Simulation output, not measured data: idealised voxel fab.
Process module name: voxel ribs on slabs
We display cut, a cross-section 140 nm in width whose square cells are each 5 nm.
When this document writes out a cross-section, it uses a grid of square cells and lists it as bands, beginning at the top and moving down, with a band standing for one or more rows of cells. It is stipulated that each band's entry specify, in nanometres, the height of the top of the band and then that of its bottom, followed by the materials of the band in left-to-right sequence, each together with its width in nanometres. A single material marked by the word "edge to edge" is understood to fill the band from edge to edge; the word "empty" is understood to denote empty space. Note: height 0 marks the level under which the wafer is uniformly one material as received. Lowest band unbounded below, written "0..down". The expression "30..40" gives the width at the extremes of the band, the first number at its top row of cells and the second at its bottom row, with the width changing by equal amounts from each row to the next in between. Basically "same as before" means that step didn't change any cell in the cross-section. What "Sealed voids" gives you is every empty space of 8 cells or more that is cut off from the top. Each appears as width x height at distance, with the distance taken from the left edge and width, height and distance all in nm. Anything after a step's settings on that line? It's the simulator's own note about the step. overlay nm: for a step with a mask, the amount by which the mask lay right of where it was planned; a negative amount means left of it.
## The process steps that were planned are listed below
step 1: RECEIVE | material Si
step 2: DIRECTIONAL_DEP | material SiO2 | thk nm 20
step 3: DIRECTIONAL_DEP | material polySi | thk nm 15
step 4: MASKED_ETCH | tone cover | mask id RIB | width nm 15 | etch materials polySi | depth nm 10 | overlay nm 0
step 5: MASKED_ETCH | tone cover | mask id SLAB | width nm 45 | etch materials polySi | depth nm 5 | overlay nm 0
step 6: FILL_DEP | material SiO2 | thk nm 20
step 7: CMP | height nm 50
step 8: DIRECTIONAL_DEP | material W | thk nm 5
step 9: DIRECTIONAL_DEP | material aC | thk nm 10
step 10: PATTERN | tone cover | mask id HEATER | material resist | width nm 25 | thk nm 30 | overlay nm 0
step 11: DIRECTIONAL_ETCH | etch materials aC | depth nm 10
step 12: STRIP | etch materials resist
step 13: DIRECTIONAL_ETCH | etch materials W | depth nm 5
step 14: STRIP | etch materials aC
step 15: CONFORMAL_DEP | material SiN | thk nm 5
## first wafer, as planned
## Shown in cross-section is the wafer as received, that is, as it stands after step 1
> 0..down = Si edge to edge
> Sealed voids: none
## After step 2: wafer cross-section
> 20..0 = SiO2 edge to edge
> Heights below 0 show no change.
## After step 3: wafer cross-section
> 35..20 = polySi edge to edge
> Heights below 20 show no change.
## After step 4: wafer cross-section
> 35..25 = empty=60, polySi=15, empty=65
> Heights below 25 show no change.
## After step 5: wafer cross-section
> 35..25 = empty=60, polySi=15, empty=65
> 25..20 = empty=45, polySi=45, empty=50
> Heights below 20 show no change.
## After step 6: wafer cross-section
> 55..35 = SiO2 edge to edge
> 35..25 = SiO2=60, polySi=15, SiO2=65
> 25..20 = SiO2=45, polySi=45, SiO2=50
> Heights below 20 show no change.
## After step 7: wafer cross-section
> 50..35 = SiO2 edge to edge
> Heights below 35 show no change.
## After step 8: wafer cross-section
> 55..50 = W edge to edge
> Heights below 50 show no change.
## After step 9: wafer cross-section
> 65..55 = aC edge to edge
> Heights below 55 show no change.
## After step 10: wafer cross-section
> 95..65 = empty=55, resist=25, empty=60
> Heights below 65 show no change.
## After step 11: wafer cross-section
> 85..65 = empty=55, resist=25, empty=60
> 65..55 = empty=55, aC=25, empty=60
> Heights below 55 show no change.
## After step 12: wafer cross-section
> 65..55 = empty=55, aC=25, empty=60
> Heights below 55 show no change.
## After step 13: wafer cross-section
> 65..55 = empty=55, aC=25, empty=60
> 55..50 = empty=55, W=25, empty=60
> Heights below 50 show no change.
## After step 14: wafer cross-section
> 55..50 = empty=55, W=25, empty=60
> Heights below 50 show no change.
## After step 15: wafer cross-section
> 60..55 = empty=50, SiN=35, empty=55
> 55..50 = SiN=55, W=25, SiN=60
> Heights below 50 show no change.
## Wafer two of the pair: same origin, same plan, one error during the run; identical to wafer one up to and including step 1
## Second wafer shown in cross-section at the time step 2 was slated to end
> 15..0 = polySi edge to edge
> Heights below 0 show no change.
## Second wafer shown in cross-section at the time step 3 was slated to end
> 35..15 = SiO2 edge to edge
> Heights below 15 show no change.
Second wafer shown in cross-section at the time step 4 was slated to end: same as before
Second wafer shown in cross-section at the time step 5 was slated to end: same as before
## Second wafer shown in cross-section at the time step 6 was slated to end
> 55..15 = SiO2 edge to edge
> Heights below 15 show no change.
## Second wafer shown in cross-section at the time step 7 was slated to end
> 50..15 = SiO2 edge to edge
> Heights below 15 show no change.
## Second wafer shown in cross-section at the time step 8 was slated to end
> 55..50 = W edge to edge
> Heights below 50 show no change.
## Second wafer shown in cross-section at the time step 9 was slated to end
> 65..55 = aC edge to edge
> Heights below 55 show no change.
## Second wafer shown in cross-section at the time step 10 was slated to end
> 95..65 = empty=55, resist=25, empty=60
> Heights below 65 show no change.
## Second wafer shown in cross-section at the time step 11 was slated to end
> 85..65 = empty=55, resist=25, empty=60
> 65..55 = empty=55, aC=25, empty=60
> Heights below 55 show no change.
## Second wafer shown in cross-section at the time step 12 was slated to end
> 65..55 = empty=55, aC=25, empty=60
> Heights below 55 show no change.
## Second wafer shown in cross-section at the time step 13 was slated to end
> 65..55 = empty=55, aC=25, empty=60
> 55..50 = empty=55, W=25, empty=60
> Heights below 50 show no change.
## Second wafer shown in cross-section at the time step 14 was slated to end
> 55..50 = empty=55, W=25, empty=60
> Heights below 50 show no change.
## Second wafer shown in cross-section at the time step 15 was slated to end
> 60..55 = empty=50, SiN=35, empty=55
> 55..50 = SiN=55, W=25, SiN=60
> Heights below 50 show no change.
It is concluded that the wafer was processed incorrectly with respect to the plan, in that swap of plan steps 2 and 3 during execution
The final cell counts differ between the wafers, with the second having more or fewer of some materials than the first: -69 SiO2; +69 polySi
